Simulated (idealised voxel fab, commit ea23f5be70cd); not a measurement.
The process module presented herein is designated voxel wiring stack.
This is section cut - it's 180 nm across, gridded in 5 nm square cells.
In this document a cross-section is written as a grid of square cells. It is given as a series of bands, listed from the top down, and a band is one or more rows of cells. Top, bottom (nm), then materials left to right with widths (nm); lone material tagged "full width" fills the whole band edge to edge; "empty" = empty space. Height reference: 0 = level under which incoming wafer is all one material. Lowest band: no bottom, runs on downward, e.g. "from 0 down". A two-number width, for instance "30->40", indicates that the width is equal to the first number in the top row of the band and to the second number in the bottom row, and that it changes by a constant amount per row of cells. Reading "remained the same" for a step: not a cell of the cross-section changed in it. Reported under the label "Closed void table" are the empty spaces having no open way to the top and comprising 8 cells or more; the notation for each is width x height at distance, in which the distance is measured from the left edge and all three values are in nm. If you see something after the settings on a step's line, that's the simulator's own remark about that step. On any step carrying a mask, the "overlay nm" setting, if present on the step's line, tells how far right of its planned place the mask lay; negative values point to the left. How should the pairs below be read? Each gives the cross-section before one process step and the cross-section after it, the latter drawn only to the lowest band that changed; the step that lies between them, with its settings, appears under the pair. Does a pair pick up where the pair above left off? Only where its entry headed "Prior to processing" says so, since pairs can come from different runs of this module on the same starting wafer.
Prior to processing
- from 0 down  Si full width
- Closed void table: none
As Processed
- from 15 to 0  SiO2 full width
- Anything lower than 0 is untouched.
- Closed void table: none
The process step bridging the two cross-sections above: CONFORMAL_DEP with material SiO2, thk nm 15
Prior to processing: The prior state of this step coincides with the post-step cross-section of the pair just above.
As Processed
- from 20 to 15  SiN full width
- Anything lower than 15 is untouched.
- Closed void table: none
The process step bridging the two cross-sections above: CONFORMAL_DEP with material SiN, thk nm 5
Prior to processing: The prior state of this step coincides with the post-step cross-section of the pair just above.
As Processed
- from 35 to 20  SiO2 full width
- Anything lower than 20 is untouched.
- Closed void table: none
The process step bridging the two cross-sections above: DIRECTIONAL_DEP with material SiO2, thk nm 15
Prior to processing: The prior state of this step coincides with the post-step cross-section of the pair just above.
As Processed
- from 50 to 35  aC full width
- Anything lower than 35 is untouched.
- Closed void table: none
The process step bridging the two cross-sections above: DIRECTIONAL_DEP with material aC, thk nm 15
Prior to processing: The prior state of this step coincides with the post-step cross-section of the pair just above.
As Processed
- from 85 to 50  resist=55 / empty=25 / resist=15 / empty=25 / resist=60
- Anything lower than 50 is untouched.
- Closed void table: none
The process step bridging the two cross-sections above: PATTERN with tone open, mask id METAL_1, material resist, width nm 25, pitch nm 40, thk nm 35, overlay nm 0
Prior to processing: The prior state of this step coincides with the post-step cross-section of the pair just above.
As Processed
- from 70 to 50  resist=55 / empty=25 / resist=15 / empty=25 / resist=60
- from 50 to 35  aC=55 / empty=25 / aC=15 / empty=25 / aC=60
- Anything lower than 35 is untouched.
- Closed void table: none
The process step bridging the two cross-sections above: DIRECTIONAL_ETCH with etch materials aC, depth nm 15
Prior to processing: The prior state of this step coincides with the post-step cross-section of the pair just above.
As Processed
- from 50 to 35  aC=55 / empty=25 / aC=15 / empty=25 / aC=60
- Anything lower than 35 is untouched.
- Closed void table: none
The process step bridging the two cross-sections above: STRIP with etch materials resist
Prior to processing: The prior state of this step coincides with the post-step cross-section of the pair just above.
As Processed
- from 50 to 35  aC=55 / empty=25 / aC=15 / empty=25 / aC=60
- from 35 to 20  SiO2=55 / empty=25 / SiO2=15 / empty=25 / SiO2=60
- Anything lower than 20 is untouched.
- Closed void table: none
The process step bridging the two cross-sections above: DIRECTIONAL_ETCH with etch materials SiO2, depth nm 15
Prior to processing: The prior state of this step coincides with the post-step cross-section of the pair just above.
As Processed
- from 50 to 35  aC=55 / empty=25 / aC=15 / empty=25 / aC=60
- from 35 to 20  SiO2=55 / empty=25 / SiO2=15 / empty=25 / SiO2=60
- from 20 to 15  SiN=55 / empty=25 / SiN=15 / empty=25 / SiN=60
- Anything lower than 15 is untouched.
- Closed void table: none
The process step bridging the two cross-sections above: DIRECTIONAL_ETCH with etch materials SiN, depth nm 5
Prior to processing: The prior state of this step coincides with the post-step cross-section of the pair just above.
As Processed
- from 35 to 20  SiO2=55 / empty=25 / SiO2=15 / empty=25 / SiO2=60
- Anything lower than 20 is untouched.
- Closed void table: none
The process step bridging the two cross-sections above: STRIP with etch materials aC
Prior to processing: The prior state of this step coincides with the post-step cross-section of the pair just above.
As Processed
- from 40 to 35  TiN=60 / empty=15 / TiN=25 / empty=15 / TiN=65
- from 35 to 20  SiO2=55 / TiN=5 / empty=15 / TiN=5 / SiO2=15 / TiN=5 / empty=15 / TiN=5 / SiO2=60
- from 20 to 15  SiN=55 / TiN=25 / SiN=15 / TiN=25 / SiN=60
- Anything lower than 15 is untouched.
- Closed void table: none
The process step bridging the two cross-sections above: CONFORMAL_DEP with material TiN, thk nm 5
Prior to processing: The prior state of this step coincides with the post-step cross-section of the pair just above.
As Processed
- from 45 to 40  Cu full width
- from 40 to 35  TiN=60 / Cu=15 / TiN=25 / Cu=15 / TiN=65
- from 35 to 20  SiO2=55 / TiN=5 / Cu=15 / TiN=5 / SiO2=15 / TiN=5 / Cu=15 / TiN=5 / SiO2=60
- Anything lower than 20 is untouched.
- Closed void table: none
The process step bridging the two cross-sections above: FILL_DEP with material Cu, thk nm 5
Prior to processing: The prior state of this step coincides with the post-step cross-section of the pair just above.
As Processed
- from 35 to 20  SiO2=55 / TiN=5 / Cu=15 / TiN=5 / SiO2=15 / TiN=5 / Cu=15 / TiN=5 / SiO2=60
- Anything lower than 20 is untouched.
- Closed void table: none
The process step bridging the two cross-sections above: CMP with height nm 35
Prior to processing: The prior state of this step coincides with the post-step cross-section of the pair just above.
As Processed
- from 40 to 35  empty=50 / Ru=35 / empty=5 / Ru=35 / empty=55
- Anything lower than 35 is untouched.
- Closed void table: none
The process step bridging the two cross-sections above: EPI with material Ru, thk nm 5
Prior to processing: The prior state of this step coincides with the post-step cross-section of the pair just above.
As Processed
- from 45 to 40  SiCN full width
- from 40 to 35  SiCN=50 / Ru=35 / SiCN=5 / Ru=35 / SiCN=55
- Anything lower than 35 is untouched.
- Closed void table: none
The process step bridging the two cross-sections above: FILL_DEP with material SiCN, thk nm 5
Prior to processing: The prior state of this step coincides with the post-step cross-section of the pair just above.
As Processed
- from 55 to 45  SiO2 full width
- Anything lower than 45 is untouched.
- Closed void table: none
The process step bridging the two cross-sections above: DIRECTIONAL_DEP with material SiO2, thk nm 10
Prior to processing: The prior state of this step coincides with the post-step cross-section of the pair just above.
As Processed
- from 70 to 55  resist=55 / empty=15 / resist=25 / empty=15 / resist=70
- Anything lower than 55 is untouched.
- Closed void table: none
The process step bridging the two cross-sections above: PATTERN with tone open, mask id PLUG_1, material resist, width nm 15, pitch nm 40, thk nm 15, overlay nm 0
Prior to processing: The prior state of this step coincides with the post-step cross-section of the pair just above.
As Processed
- from 70 to 55  resist=55 / empty=15 / resist=25 / empty=15 / resist=70
- from 55 to 45  SiO2=55 / empty=15 / SiO2=25 / empty=15 / SiO2=70
- Anything lower than 45 is untouched.
- Closed void table: none
The process step bridging the two cross-sections above: DIRECTIONAL_ETCH with etch materials SiO2, depth nm 10
Prior to processing: The prior state of this step coincides with the post-step cross-section of the pair just above.
As Processed
- from 70 to 55  resist=55 / empty=15 / resist=25 / empty=15 / resist=70
- from 55 to 45  SiO2=55 / empty=15 / SiO2=25 / empty=15 / SiO2=70
- from 45 to 40  SiCN=55 / empty=15 / SiCN=25 / empty=15 / SiCN=70
- Anything lower than 40 is untouched.
- Closed void table: none
The process step bridging the two cross-sections above: DIRECTIONAL_ETCH with etch materials SiCN, depth nm 5
Prior to processing: The prior state of this step coincides with the post-step cross-section of the pair just above.
As Processed
- from 55 to 45  SiO2=55 / empty=15 / SiO2=25 / empty=15 / SiO2=70
- Anything lower than 45 is untouched.
- Closed void table: none
The process step bridging the two cross-sections above: STRIP with etch materials resist
Prior to processing: The prior state of this step coincides with the post-step cross-section of the pair just above.
As Processed
- from 60 to 55  TiN=60 / empty=5 / TiN=35 / empty=5 / TiN=75
- from 55 to 45  SiO2=55 / TiN=5 / empty=5 / TiN=5 / SiO2=25 / TiN=5 / empty=5 / TiN=5 / SiO2=70
- from 45 to 40  SiCN=55 / TiN=15 / SiCN=25 / TiN=15 / SiCN=70
- Anything lower than 40 is untouched.
- Closed void table: none
The process step bridging the two cross-sections above: CONFORMAL_DEP with material TiN, thk nm 5
Prior to processing: The prior state of this step coincides with the post-step cross-section of the pair just above.
As Processed
- from 70 to 60  Ru full width
- from 60 to 55  TiN=60 / Ru=5 / TiN=35 / Ru=5 / TiN=75
- from 55 to 45  SiO2=55 / TiN=5 / Ru=5 / TiN=5 / SiO2=25 / TiN=5 / Ru=5 / TiN=5 / SiO2=70
- Anything lower than 45 is untouched.
- Closed void table: none
The process step bridging the two cross-sections above: FILL_DEP with material Ru, thk nm 10
Prior to processing: The prior state of this step coincides with the post-step cross-section of the pair just above.
As Processed
- from 55 to 45  SiO2=55 / TiN=5 / Ru=5 / TiN=5 / SiO2=25 / TiN=5 / Ru=5 / TiN=5 / SiO2=70
- Anything lower than 45 is untouched.
- Closed void table: none
The process step bridging the two cross-sections above: CMP with height nm 55
Prior to processing: The prior state of this step coincides with the post-step cross-section of the pair just above.
As Processed
- from 60 to 55  TiN full width
- Anything lower than 55 is untouched.
- Closed void table: none
The process step bridging the two cross-sections above: DIRECTIONAL_DEP with material TiN, thk nm 5
Prior to processing: The prior state of this step coincides with the post-step cross-section of the pair just above.
As Processed
- from 75 to 60  W full width
- Anything lower than 60 is untouched.
- Closed void table: none
The process step bridging the two cross-sections above: DIRECTIONAL_DEP with material W, thk nm 15
Prior to processing: The prior state of this step coincides with the post-step cross-section of the pair just above.
As Processed
- from 95 to 75  empty=55 / resist=25 / empty=15 / resist=25 / empty=60
- Anything lower than 75 is untouched.
- Closed void table: none
The process step bridging the two cross-sections above: PATTERN with tone cover, mask id METAL_2, material resist, width nm 25, pitch nm 40, thk nm 20, overlay nm 0
Prior to processing: The prior state of this step coincides with the post-step cross-section of the pair just above.
As Processed
- from 95 to 75  empty=55 / resist=25 / empty=15 / resist=25 / empty=60
- from 75 to 60  empty=55 / W=25 / empty=15 / W=25 / empty=60
- Anything lower than 60 is untouched.
- Closed void table: none
The process step bridging the two cross-sections above: DIRECTIONAL_ETCH with etch materials W, depth nm 15
Prior to processing: The prior state of this step coincides with the post-step cross-section of the pair just above.
As Processed
- from 95 to 75  empty=55 / resist=25 / empty=15 / resist=25 / empty=60
- from 75 to 60  empty=55 / W=25 / empty=15 / W=25 / empty=60
- from 60 to 55  empty=55 / TiN=25 / empty=15 / TiN=25 / empty=60
- Anything lower than 55 is untouched.
- Closed void table: none
The process step bridging the two cross-sections above: DIRECTIONAL_ETCH with etch materials TiN, depth nm 5
Prior to processing: The prior state of this step coincides with the post-step cross-section of the pair just above.
As Processed
- from 75 to 60  empty=55 / W=25 / empty=15 / W=25 / empty=60
- Anything lower than 60 is untouched.
- Closed void table: none
The process step bridging the two cross-sections above: STRIP with etch materials resist
Prior to processing: The prior state of this step coincides with the post-step cross-section of the pair just above.
As Processed
- from 80 to 75  empty=50 / SiN=35 / empty=5 / SiN=35 / empty=55
- from 75 to 60  empty=50 / SiN=5 / W=25 / SiN=5 / empty=5 / SiN=5 / W=25 / SiN=5 / empty=55
- from 60 to 55  SiN=55 / TiN=25 / SiN=15 / TiN=25 / SiN=60
- Anything lower than 55 is untouched.
- Closed void table: none
The process step bridging the two cross-sections above: CONFORMAL_DEP with material SiN, thk nm 5
Prior to processing: The prior state of this step coincides with the post-step cross-section of the pair just above.
As Processed
- from 90 to 80  lowk full width
- from 80 to 75  lowk=50 / SiN=35 / lowk=5 / SiN=35 / lowk=55
- from 75 to 60  lowk=50 / SiN=5 / W=25 / SiN=5 / lowk=5 / SiN=5 / W=25 / SiN=5 / lowk=55
- Anything lower than 60 is untouched.
- Closed void table: none
The process step bridging the two cross-sections above: FILL_DEP with material lowk, thk nm 10
Prior to processing: The prior state of this step coincides with the post-step cross-section of the pair just above.
As Processed
- from 75 to 60  lowk=50 / SiN=5 / W=25 / SiN=5 / lowk=5 / SiN=5 / W=25 / SiN=5 / lowk=55
- Anything lower than 60 is untouched.
- Closed void table: none
The process step bridging the two cross-sections above: CMP with height nm 75
Prior to processing: The prior state of this step coincides with the post-step cross-section of the pair just above.
As Processed
- from 80 to 75  SiCN full width
- Anything lower than 75 is untouched.
- Closed void table: none
The process step bridging the two cross-sections above: CONFORMAL_DEP with material SiCN, thk nm 5
Prior to processing: The prior state of this step coincides with the post-step cross-section of the pair just above.
As Processed
- from 110 to 80  SiO2 full width
- Anything lower than 80 is untouched.
- Closed void table: none
The process step bridging the two cross-sections above: DIRECTIONAL_DEP with material SiO2, thk nm 30
Prior to processing: The prior state of this step coincides with the post-step cross-section of the pair just above.
As Processed
- from 120 to 110  aC full width
- Anything lower than 110 is untouched.
- Closed void table: none
The process step bridging the two cross-sections above: DIRECTIONAL_DEP with material aC, thk nm 10
Prior to processing: The prior state of this step coincides with the post-step cross-section of the pair just above.
As Processed
- from 150 to 120  resist=55 / empty=15 / resist=110
- Anything lower than 120 is untouched.
- Closed void table: none
The process step bridging the two cross-sections above: PATTERN with tone open, mask id METAL_3_HOLES, material resist, width nm 15, thk nm 30, overlay nm 0
Prior to processing: The prior state of this step coincides with the post-step cross-section of the pair just above.
As Processed
- from 140 to 120  resist=55 / empty=15 / resist=110
- from 120 to 110  aC=55 / empty=15 / aC=110
- Anything lower than 110 is untouched.
- Closed void table: none
The process step bridging the two cross-sections above: DIRECTIONAL_ETCH with etch materials aC, depth nm 10
Prior to processing: The prior state of this step coincides with the post-step cross-section of the pair just above.
As Processed
- from 120 to 110  aC=55 / empty=15 / aC=110
- Anything lower than 110 is untouched.
- Closed void table: none
The process step bridging the two cross-sections above: STRIP with etch materials resist
Prior to processing: The prior state of this step coincides with the post-step cross-section of the pair just above.
As Processed
- from 120 to 110  aC=55 / empty=15 / aC=110
- from 110 to 80  SiO2=55 / empty=15 / SiO2=110
- Anything lower than 80 is untouched.
- Closed void table: none
The process step bridging the two cross-sections above: DIRECTIONAL_ETCH with etch materials SiO2, depth nm 30
Prior to processing: The prior state of this step coincides with the post-step cross-section of the pair just above.
As Processed
- from 110 to 80  SiO2=55 / empty=15 / SiO2=110
- Anything lower than 80 is untouched.
- Closed void table: none
The process step bridging the two cross-sections above: STRIP with etch materials aC
Prior to processing: The prior state of this step coincides with the post-step cross-section of the pair just above.
As Processed
- from 125 to 110  aC=55 / empty=15 / aC=110
- from 110 to 95  SiO2=55 / empty=15 / SiO2=110
- from 95 to 80  SiO2=55 / aC=15 / SiO2=110
- Anything lower than 80 is untouched.
- Closed void table: none
The process step bridging the two cross-sections above: DIRECTIONAL_DEP with material aC, thk nm 15
Prior to processing: The prior state of this step coincides with the post-step cross-section of the pair just above.
As Processed
- from 155 to 125  resist=55 / empty=25 / resist=15 / empty=25 / resist=60
- Anything lower than 125 is untouched.
- Closed void table: none
The process step bridging the two cross-sections above: PATTERN with tone open, mask id METAL_3, material resist, width nm 25, pitch nm 40, thk nm 30, overlay nm 0
Prior to processing: The prior state of this step coincides with the post-step cross-section of the pair just above.
As Processed
- from 140 to 125  resist=55 / empty=25 / resist=15 / empty=25 / resist=60
- from 125 to 110  aC=55 / empty=25 / aC=15 / empty=25 / aC=60
- from 110 to 80  SiO2=55 / empty=15 / SiO2=110
- Anything lower than 80 is untouched.
- Closed void table: none
The process step bridging the two cross-sections above: DIRECTIONAL_ETCH with etch materials aC, depth nm 15
Prior to processing: The prior state of this step coincides with the post-step cross-section of the pair just above.
As Processed
- from 125 to 110  aC=55 / empty=25 / aC=15 / empty=25 / aC=60
- Anything lower than 110 is untouched.
- Closed void table: none
The process step bridging the two cross-sections above: STRIP with etch materials resist
Prior to processing: The prior state of this step coincides with the post-step cross-section of the pair just above.
As Processed
- from 125 to 110  aC=55 / empty=25 / aC=15 / empty=25 / aC=60
- from 110 to 95  SiO2=55 / empty=25 / SiO2=15 / empty=25 / SiO2=60
- Anything lower than 95 is untouched.
- Closed void table: none
The process step bridging the two cross-sections above: DIRECTIONAL_ETCH with etch materials SiO2, depth nm 15
Prior to processing: The prior state of this step coincides with the post-step cross-section of the pair just above.
As Processed
- from 125 to 110  aC=55 / empty=25 / aC=15 / empty=25 / aC=60
- from 110 to 95  SiO2=55 / empty=25 / SiO2=15 / empty=25 / SiO2=60
- from 95 to 80  SiO2=55 / empty=15 / SiO2=110
- from 80 to 75  SiCN=55 / empty=15 / SiCN=110
- Anything lower than 75 is untouched.
- Closed void table: none
The process step bridging the two cross-sections above: DIRECTIONAL_ETCH with etch materials SiCN, depth nm 5
Prior to processing: The prior state of this step coincides with the post-step cross-section of the pair just above.
As Processed
- from 110 to 95  SiO2=55 / empty=25 / SiO2=15 / empty=25 / SiO2=60
- Anything lower than 95 is untouched.
- Closed void table: none
The process step bridging the two cross-sections above: STRIP with etch materials aC
Prior to processing: The prior state of this step coincides with the post-step cross-section of the pair just above.
As Processed
- from 115 to 110  TiN=60 / empty=15 / TiN=25 / empty=15 / TiN=65
- from 110 to 100  SiO2=55 / TiN=5 / empty=15 / TiN=5 / SiO2=15 / TiN=5 / empty=15 / TiN=5 / SiO2=60
- from 100 to 95  SiO2=55 / TiN=5 / empty=5 / TiN=15 / SiO2=15 / TiN=25 / SiO2=60
- from 95 to 80  SiO2=55 / TiN=5 / empty=5 / TiN=5 / SiO2=110
- from 80 to 75  SiCN=55 / TiN=15 / SiCN=110
- Anything lower than 75 is untouched.
- Closed void table: none
The process step bridging the two cross-sections above: CONFORMAL_DEP with material TiN, thk nm 5
Prior to processing: The prior state of this step coincides with the post-step cross-section of the pair just above.
As Processed
- from 120 to 115  Cu full width
- from 115 to 110  TiN=60 / Cu=15 / TiN=25 / Cu=15 / TiN=65
- from 110 to 100  SiO2=55 / TiN=5 / Cu=15 / TiN=5 / SiO2=15 / TiN=5 / Cu=15 / TiN=5 / SiO2=60
- from 100 to 95  SiO2=55 / TiN=5 / Cu=5 / TiN=15 / SiO2=15 / TiN=25 / SiO2=60
- from 95 to 80  SiO2=55 / TiN=5 / Cu=5 / TiN=5 / SiO2=110
- Anything lower than 80 is untouched.
- Closed void table: none
The process step bridging the two cross-sections above: FILL_DEP with material Cu, thk nm 5
Prior to processing: The prior state of this step coincides with the post-step cross-section of the pair just above.
As Processed
- from 110 to 100  SiO2=55 / TiN=5 / Cu=15 / TiN=5 / SiO2=15 / TiN=5 / Cu=15 / TiN=5 / SiO2=60
- Anything lower than 100 is untouched.
- Closed void table: none
The process step bridging the two cross-sections above: CMP with height nm 110
Prior to processing: The prior state of this step coincides with the post-step cross-section of the pair just above.
As Processed
- from 115 to 110  SiN full width
- Anything lower than 110 is untouched.
- Closed void table: none
The process step bridging the two cross-sections above: CONFORMAL_DEP with material SiN, thk nm 5
Prior to processing
- from 15 to 0  SiO2 full width
- from 0 down  Si full width
- Closed void table: none
As Processed
- from 30 to 0  SiO2 full width
- Anything lower than 0 is untouched.
- Closed void table: none
The process step bridging the two cross-sections above: DIRECTIONAL_DEP with material SiO2, thk nm 15
Prior to processing: The prior state of this step coincides with the post-step cross-section of the pair just above.
As Processed
- from 45 to 30  aC full width
- Anything lower than 30 is untouched.
- Closed void table: none
The process step bridging the two cross-sections above: DIRECTIONAL_DEP with material aC, thk nm 15
Prior to processing: The prior state of this step coincides with the post-step cross-section of the pair just above.
As Processed
- from 80 to 45  resist=55 / empty=25 / resist=15 / empty=25 / resist=60
- Anything lower than 45 is untouched.
- Closed void table: none
The process step bridging the two cross-sections above: PATTERN with tone open, mask id METAL_1, material resist, width nm 25, pitch nm 40, thk nm 35, overlay nm 0
Prior to processing: The prior state of this step coincides with the post-step cross-section of the pair just above.
As Processed
- from 65 to 45  resist=55 / empty=25 / resist=15 / empty=25 / resist=60
- from 45 to 30  aC=55 / empty=25 / aC=15 / empty=25 / aC=60
- Anything lower than 30 is untouched.
- Closed void table: none
The process step bridging the two cross-sections above: DIRECTIONAL_ETCH with etch materials aC, depth nm 15
Prior to processing: The prior state of this step coincides with the post-step cross-section of the pair just above.
As Processed
- from 45 to 30  aC=55 / empty=25 / aC=15 / empty=25 / aC=60
- Anything lower than 30 is untouched.
- Closed void table: none
The process step bridging the two cross-sections above: STRIP with etch materials resist
Prior to processing: The prior state of this step coincides with the post-step cross-section of the pair just above.
As Processed
- from 45 to 30  aC=55 / empty=25 / aC=15 / empty=25 / aC=60
- from 30 to 15  SiO2=55 / empty=25 / SiO2=15 / empty=25 / SiO2=60
- Anything lower than 15 is untouched.
- Closed void table: none
The process step bridging the two cross-sections above: DIRECTIONAL_ETCH with etch materials SiO2, depth nm 15
Prior to processing: The prior state of this step coincides with the post-step cross-section of the pair just above.
As Processed
- from 30 to 15  SiO2=55 / empty=25 / SiO2=15 / empty=25 / SiO2=60
- Anything lower than 15 is untouched.
- Closed void table: none
The process step bridging the two cross-sections above: STRIP with etch materials aC
Prior to processing: The prior state of this step coincides with the post-step cross-section of the pair just above.
As Processed
- from 35 to 30  TiN=60 / empty=15 / TiN=25 / empty=15 / TiN=65
- from 30 to 20  SiO2=55 / TiN=5 / empty=15 / TiN=5 / SiO2=15 / TiN=5 / empty=15 / TiN=5 / SiO2=60
- from 20 to 15  SiO2=55 / TiN=25 / SiO2=15 / TiN=25 / SiO2=60
- Anything lower than 15 is untouched.
- Closed void table: none
The process step bridging the two cross-sections above: CONFORMAL_DEP with material TiN, thk nm 5
Prior to processing: The prior state of this step coincides with the post-step cross-section of the pair just above.
As Processed
- from 40 to 35  Cu full width
- from 35 to 30  TiN=60 / Cu=15 / TiN=25 / Cu=15 / TiN=65
- from 30 to 20  SiO2=55 / TiN=5 / Cu=15 / TiN=5 / SiO2=15 / TiN=5 / Cu=15 / TiN=5 / SiO2=60
- Anything lower than 20 is untouched.
- Closed void table: none
The process step bridging the two cross-sections above: FILL_DEP with material Cu, thk nm 5
Prior to processing: The prior state of this step coincides with the post-step cross-section of the pair just above.
As Processed
- from 35 to 30  TiN=60 / Cu=15 / TiN=25 / Cu=15 / TiN=65
- Anything lower than 30 is untouched.
- Closed void table: none
The process step bridging the two cross-sections above: CMP with height nm 35
Prior to processing: The prior state of this step coincides with the post-step cross-section of the pair just above.
As Processed
- from 40 to 35  Ru full width
- Anything lower than 35 is untouched.
- Closed void table: none
The process step bridging the two cross-sections above: EPI with material Ru, thk nm 5
Prior to processing: The prior state of this step coincides with the post-step cross-section of the pair just above.
As Processed
- from 45 to 40  SiCN full width
- Anything lower than 40 is untouched.
- Closed void table: none
The process step bridging the two cross-sections above: FILL_DEP with material SiCN, thk nm 5
Prior to processing: The prior state of this step coincides with the post-step cross-section of the pair just above.
As Processed
- from 55 to 45  SiO2 full width
- Anything lower than 45 is untouched.
- Closed void table: none
The process step bridging the two cross-sections above: DIRECTIONAL_DEP with material SiO2, thk nm 10
Prior to processing: The prior state of this step coincides with the post-step cross-section of the pair just above.
As Processed
- from 70 to 55  resist=55 / empty=15 / resist=25 / empty=15 / resist=70
- Anything lower than 55 is untouched.
- Closed void table: none
The process step bridging the two cross-sections above: PATTERN with tone open, mask id PLUG_1, material resist, width nm 15, pitch nm 40, thk nm 15, overlay nm 0
Prior to processing: The prior state of this step coincides with the post-step cross-section of the pair just above.
As Processed
- from 70 to 55  resist=55 / empty=15 / resist=25 / empty=15 / resist=70
- from 55 to 45  SiO2=55 / empty=15 / SiO2=25 / empty=15 / SiO2=70
- Anything lower than 45 is untouched.
- Closed void table: none
The process step bridging the two cross-sections above: DIRECTIONAL_ETCH with etch materials SiO2, depth nm 10
Prior to processing: The prior state of this step coincides with the post-step cross-section of the pair just above.
As Processed
- from 70 to 55  resist=55 / empty=15 / resist=25 / empty=15 / resist=70
- from 55 to 45  SiO2=55 / empty=15 / SiO2=25 / empty=15 / SiO2=70
- from 45 to 40  SiCN=55 / empty=15 / SiCN=25 / empty=15 / SiCN=70
- Anything lower than 40 is untouched.
- Closed void table: none
The process step bridging the two cross-sections above: DIRECTIONAL_ETCH with etch materials SiCN, depth nm 5
Prior to processing: The prior state of this step coincides with the post-step cross-section of the pair just above.
As Processed
- from 55 to 45  SiO2=55 / empty=15 / SiO2=25 / empty=15 / SiO2=70
- Anything lower than 45 is untouched.
- Closed void table: none
The process step bridging the two cross-sections above: STRIP with etch materials resist
Prior to processing: The prior state of this step coincides with the post-step cross-section of the pair just above.
As Processed
- from 60 to 55  TiN=60 / empty=5 / TiN=35 / empty=5 / TiN=75
- from 55 to 45  SiO2=55 / TiN=5 / empty=5 / TiN=5 / SiO2=25 / TiN=5 / empty=5 / TiN=5 / SiO2=70
- from 45 to 40  SiCN=55 / TiN=15 / SiCN=25 / TiN=15 / SiCN=70
- Anything lower than 40 is untouched.
- Closed void table: none
The process step bridging the two cross-sections above: CONFORMAL_DEP with material TiN, thk nm 5
Prior to processing: The prior state of this step coincides with the post-step cross-section of the pair just above.
As Processed
- from 70 to 60  Ru full width
- from 60 to 55  TiN=60 / Ru=5 / TiN=35 / Ru=5 / TiN=75
- from 55 to 45  SiO2=55 / TiN=5 / Ru=5 / TiN=5 / SiO2=25 / TiN=5 / Ru=5 / TiN=5 / SiO2=70
- Anything lower than 45 is untouched.
- Closed void table: none
The process step bridging the two cross-sections above: FILL_DEP with material Ru, thk nm 10
Prior to processing: The prior state of this step coincides with the post-step cross-section of the pair just above.
As Processed
- from 55 to 45  SiO2=55 / TiN=5 / Ru=5 / TiN=5 / SiO2=25 / TiN=5 / Ru=5 / TiN=5 / SiO2=70
- Anything lower than 45 is untouched.
- Closed void table: none
The process step bridging the two cross-sections above: CMP with height nm 55
Prior to processing: The prior state of this step coincides with the post-step cross-section of the pair just above.
As Processed
- from 60 to 55  TiN full width
- Anything lower than 55 is untouched.
- Closed void table: none
The process step bridging the two cross-sections above: DIRECTIONAL_DEP with material TiN, thk nm 5
Prior to processing: The prior state of this step coincides with the post-step cross-section of the pair just above.
As Processed
- from 75 to 60  W full width
- Anything lower than 60 is untouched.
- Closed void table: none
The process step bridging the two cross-sections above: DIRECTIONAL_DEP with material W, thk nm 15
Prior to processing: The prior state of this step coincides with the post-step cross-section of the pair just above.
As Processed
- from 95 to 75  empty=55 / resist=25 / empty=15 / resist=25 / empty=60
- Anything lower than 75 is untouched.
- Closed void table: none
The process step bridging the two cross-sections above: PATTERN with tone cover, mask id METAL_2, material resist, width nm 25, pitch nm 40, thk nm 20, overlay nm 0
Prior to processing: The prior state of this step coincides with the post-step cross-section of the pair just above.
As Processed
- from 95 to 75  empty=55 / resist=25 / empty=15 / resist=25 / empty=60
- from 75 to 60  empty=55 / W=25 / empty=15 / W=25 / empty=60
- Anything lower than 60 is untouched.
- Closed void table: none
The process step bridging the two cross-sections above: DIRECTIONAL_ETCH with etch materials W, depth nm 15
Prior to processing: The prior state of this step coincides with the post-step cross-section of the pair just above.
As Processed
- from 95 to 75  empty=55 / resist=25 / empty=15 / resist=25 / empty=60
- from 75 to 60  empty=55 / W=25 / empty=15 / W=25 / empty=60
- from 60 to 55  empty=55 / TiN=25 / empty=15 / TiN=25 / empty=60
- Anything lower than 55 is untouched.
- Closed void table: none
The process step bridging the two cross-sections above: DIRECTIONAL_ETCH with etch materials TiN, depth nm 5
Prior to processing: The prior state of this step coincides with the post-step cross-section of the pair just above.
As Processed
- from 75 to 60  empty=55 / W=25 / empty=15 / W=25 / empty=60
- Anything lower than 60 is untouched.
- Closed void table: none
The process step bridging the two cross-sections above: STRIP with etch materials resist
Prior to processing: The prior state of this step coincides with the post-step cross-section of the pair just above.
As Processed
- from 80 to 75  empty=50 / SiN=35 / empty=5 / SiN=35 / empty=55
- from 75 to 60  empty=50 / SiN=5 / W=25 / SiN=5 / empty=5 / SiN=5 / W=25 / SiN=5 / empty=55
- from 60 to 55  SiN=55 / TiN=25 / SiN=15 / TiN=25 / SiN=60
- Anything lower than 55 is untouched.
- Closed void table: none
The process step bridging the two cross-sections above: CONFORMAL_DEP with material SiN, thk nm 5
Prior to processing: The prior state of this step coincides with the post-step cross-section of the pair just above.
As Processed
- from 90 to 80  lowk full width
- from 80 to 75  lowk=50 / SiN=35 / lowk=5 / SiN=35 / lowk=55
- from 75 to 60  lowk=50 / SiN=5 / W=25 / SiN=5 / lowk=5 / SiN=5 / W=25 / SiN=5 / lowk=55
- Anything lower than 60 is untouched.
- Closed void table: none
The process step bridging the two cross-sections above: FILL_DEP with material lowk, thk nm 10
Prior to processing: The prior state of this step coincides with the post-step cross-section of the pair just above.
As Processed
- from 75 to 60  lowk=50 / SiN=5 / W=25 / SiN=5 / lowk=5 / SiN=5 / W=25 / SiN=5 / lowk=55
- Anything lower than 60 is untouched.
- Closed void table: none
The process step bridging the two cross-sections above: CMP with height nm 75
Prior to processing: The prior state of this step coincides with the post-step cross-section of the pair just above.
As Processed
- from 80 to 75  SiCN full width
- Anything lower than 75 is untouched.
- Closed void table: none
The process step bridging the two cross-sections above: CONFORMAL_DEP with material SiCN, thk nm 5
Prior to processing: The prior state of this step coincides with the post-step cross-section of the pair just above.
As Processed
- from 110 to 80  SiO2 full width
- Anything lower than 80 is untouched.
- Closed void table: none
The process step bridging the two cross-sections above: DIRECTIONAL_DEP with material SiO2, thk nm 30
Prior to processing: The prior state of this step coincides with the post-step cross-section of the pair just above.
As Processed
- from 120 to 110  aC full width
- Anything lower than 110 is untouched.
- Closed void table: none
The process step bridging the two cross-sections above: DIRECTIONAL_DEP with material aC, thk nm 10
Prior to processing: The prior state of this step coincides with the post-step cross-section of the pair just above.
As Processed
- from 150 to 120  resist=55 / empty=15 / resist=110
- Anything lower than 120 is untouched.
- Closed void table: none
The process step bridging the two cross-sections above: PATTERN with tone open, mask id METAL_3_HOLES, material resist, width nm 15, thk nm 30, overlay nm 0
Prior to processing: The prior state of this step coincides with the post-step cross-section of the pair just above.
As Processed
- from 140 to 120  resist=55 / empty=15 / resist=110
- from 120 to 110  aC=55 / empty=15 / aC=110
- Anything lower than 110 is untouched.
- Closed void table: none
The process step bridging the two cross-sections above: DIRECTIONAL_ETCH with etch materials aC, depth nm 10
Prior to processing: The prior state of this step coincides with the post-step cross-section of the pair just above.
As Processed
- from 120 to 110  aC=55 / empty=15 / aC=110
- Anything lower than 110 is untouched.
- Closed void table: none
The process step bridging the two cross-sections above: STRIP with etch materials resist
